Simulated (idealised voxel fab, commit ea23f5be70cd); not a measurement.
Process module name: voxel capacitor over wiring
This is section cut - it's 145 nm across, gridded in 5 nm square cells.
This document writes a cross-section as a grid whose cells are square, and gives it as bands, listed from the top down; one or more rows of cells form a band.
Heights first: top, then bottom, in nm. Then materials, left to right, each with a width in nm. "full width" on a single material: fills the band edge to edge. "blank": empty space.
Counting heights begins at 0, where everything beneath is, in the wafer as received, one material. The lowest band has no bottom; it goes on downwards, as "top 0, no bottom" shows.
The width entry "30 to 40" should be interpreted row by row: the top row of cells in the band takes the first number, the bottom row takes the second number, and the change between adjacent rows is uniform throughout.
"remained the same" -> step changed no cross-section cell.
What "Listed closed voids" gives you is every empty space of 8 cells or more that is cut off from the top. Each appears as width x height at distance, with the distance taken from the left edge and width, height and distance all in nm.
The remark found on a step's line after its settings is issued by the simulator itself and pertains to that step.
Among the settings permitted on a step's line is "overlay nm"; applied to a step with a mask, it specifies the extent to which the mask lay to the right of its planned position, whereas a negative figure signifies a position to the left.
# The steps planned for the process are as follows
1. RECEIVE (material Si)
2. CONFORMAL_DEP (material SiO2; thk nm 15)
3. DIRECTIONAL_DEP (material TiN; thk nm 5)
4. DIRECTIONAL_DEP (material W; thk nm 15)
5. DIRECTIONAL_DEP (material aC; thk nm 10)
6. PATTERN (tone cover; mask id METAL_1; material resist; width nm 30; pitch nm 85; thk nm 30; overlay nm 0)
7. DIRECTIONAL_ETCH (etch materials aC; depth nm 10)
8. STRIP (etch materials resist)
9. DIRECTIONAL_ETCH (etch materials W; depth nm 15)
10. DIRECTIONAL_ETCH (etch materials TiN; depth nm 5)
11. STRIP (etch materials aC)
12. FILL_DEP (material lowk; thk nm 5)
13. CMP (height nm 35)
14. CONFORMAL_DEP (material SiCN; thk nm 5)
15. DIRECTIONAL_DEP (material lowk; thk nm 20)
16. PATTERN (tone open; mask id PLUG_1; material resist; width nm 15; thk nm 15; overlay nm 0)
17. DIRECTIONAL_ETCH (etch materials lowk; depth nm 20)
18. DIRECTIONAL_ETCH (etch materials SiCN; depth nm 5)
19. STRIP (etch materials resist)
20. EPI (material Ru; thk nm 10)
21. EPI (material Ru; thk nm 10)
22. EPI (material Ru; thk nm 5)
23. DIRECTIONAL_DEP (material TiN; thk nm 5)
24. DIRECTIONAL_DEP (material HfO2; thk nm 5)
25. DIRECTIONAL_DEP (material TiN; thk nm 10)
26. MASKED_ETCH (tone cover; mask id UPPER_PLATE; width nm 60; etch materials TiN; depth nm 10; overlay nm -15)
27. MASKED_ETCH (tone cover; mask id UPPER_PLATE; width nm 60; etch materials HfO2; depth nm 5; overlay nm 0)
28. DIRECTIONAL_DEP (material aC; thk nm 15)
29. PATTERN (tone cover; mask id LOWER_PLATE; material resist; width nm 70; thk nm 30; overlay nm 0)
30. DIRECTIONAL_ETCH (etch materials aC; depth nm 15)
31. STRIP (etch materials resist)
32. DIRECTIONAL_ETCH (etch materials TiN; depth nm 5)
33. STRIP (etch materials aC)
34. FILL_DEP (material SiO2; thk nm 20)
35. CMP (height nm 95)
36. DIRECTIONAL_DEP (material aC; thk nm 15)
37. PATTERN (tone open; mask id PLUG_2; material resist; width nm 15; thk nm 30; overlay nm 0)
38. DIRECTIONAL_ETCH (etch materials aC; depth nm 15)
39. STRIP (etch materials resist)
40. DIRECTIONAL_ETCH (etch materials SiO2; depth nm 15)
41. STRIP (etch materials aC)
42. CONFORMAL_DEP (material TiN; thk nm 5)
43. FILL_DEP (material Ru; thk nm 5)
44. CMP (height nm 95)
45. CONFORMAL_DEP (material SiCN; thk nm 5)
Among the wafers covered here, the point of difference is the overlay nm at step 26; their starting state is shared, and the plan presents the value of the first wafer.
# As-received state after step 1, first of several wafers, cross-section
> top 0, no bottom = Si full width
> Listed closed voids: none
# Cross-section, first of several wafers, end of module, after last step 45
> top 100, bottom 95 = SiCN full width
> top 95, bottom 85 = 40 nm SiO2; 5 nm TiN; 5 nm Ru; 5 nm TiN; 90 nm SiO2
> top 85, bottom 75 = 40 to 25 nm SiO2; 15 to 50 nm TiN; 90 to 70 nm SiO2
> top 75, bottom 70 = 15 nm SiO2; 60 nm TiN; 70 nm SiO2
> top 70, bottom 65 = 15 nm SiO2; 75 nm HfO2; 55 nm SiO2
> top 65, bottom 60 = 15 nm SiO2; 80 nm TiN; 50 nm SiO2
> top 60, bottom 40 = 30 nm lowk; 15 nm Ru; 100 nm lowk
> top 40, bottom 35 = 30 nm SiCN; 15 nm Ru; 100 nm SiCN
> top 35, bottom 20 = 15 nm lowk; 30 nm W; 55 nm lowk; 30 nm W; 15 nm lowk
> top 20, bottom 15 = 15 nm lowk; 30 nm TiN; 55 nm lowk; 30 nm TiN; 15 nm lowk
> top 15, bottom 0 = SiO2 full width
> top 0, no bottom = Si full width
> Listed closed voids: none
# The final wafer, sectioned at module end
> top 100, bottom 95 = SiCN full width
> top 95, bottom 85 = 40 nm SiO2; 5 nm TiN; 5 nm Ru; 5 nm TiN; 90 nm SiO2
> top 85, bottom 75 = 40 to 45 nm SiO2; 15 to 50 nm TiN; 90 to 50 nm SiO2
> top 75, bottom 70 = 45 nm SiO2; 60 nm TiN; 40 nm SiO2
> top 70, bottom 65 = 30 nm SiO2; 75 nm HfO2; 40 nm SiO2
> top 65, bottom 60 = 25 nm SiO2; 80 nm TiN; 40 nm SiO2
> top 60, bottom 40 = 30 nm lowk; 15 nm Ru; 100 nm lowk
> top 40, bottom 35 = 30 nm SiCN; 15 nm Ru; 100 nm SiCN
> top 35, bottom 20 = 15 nm lowk; 30 nm W; 55 nm lowk; 30 nm W; 15 nm lowk
> top 20, bottom 15 = 15 nm lowk; 30 nm TiN; 55 nm lowk; 30 nm TiN; 15 nm lowk
> top 15, bottom 0 = SiO2 full width
> top 0, no bottom = Si full width
> Listed closed voids: none
# The rows of the table below are wafers. Looking at the end of the module, a row counts, for every material, the cells the wafer has gained, shown as (+), or lost, shown as (-), since it was received; its closed voids come next
overlay nm -15 | +15 HfO2 | +17 Ru | +55 SiCN | +228 SiO2 | +57 TiN | +36 W | +172 lowk | Listed closed voids: none
overlay nm -10 | +14 HfO2 | +17 Ru | +55 SiCN | +229 SiO2 | +57 TiN | +36 W | +172 lowk | Listed closed voids: none
overlay nm -5 | +13 HfO2 | +17 Ru | +55 SiCN | +230 SiO2 | +57 TiN | +36 W | +172 lowk | Listed closed voids: none
overlay nm 0 | +12 HfO2 | +17 Ru | +55 SiCN | +231 SiO2 | +57 TiN | +36 W | +172 lowk | Listed closed voids: none
overlay nm 5 | +13 HfO2 | +17 Ru | +55 SiCN | +230 SiO2 | +57 TiN | +36 W | +172 lowk | Listed closed voids: none
overlay nm 10 | +14 HfO2 | +17 Ru | +55 SiCN | +229 SiO2 | +57 TiN | +36 W | +172 lowk | Listed closed voids: none
overlay nm 15 | +15 HfO2 | +17 Ru | +55 SiCN | +228 SiO2 | +57 TiN | +36 W | +172 lowk | Listed closed voids: none
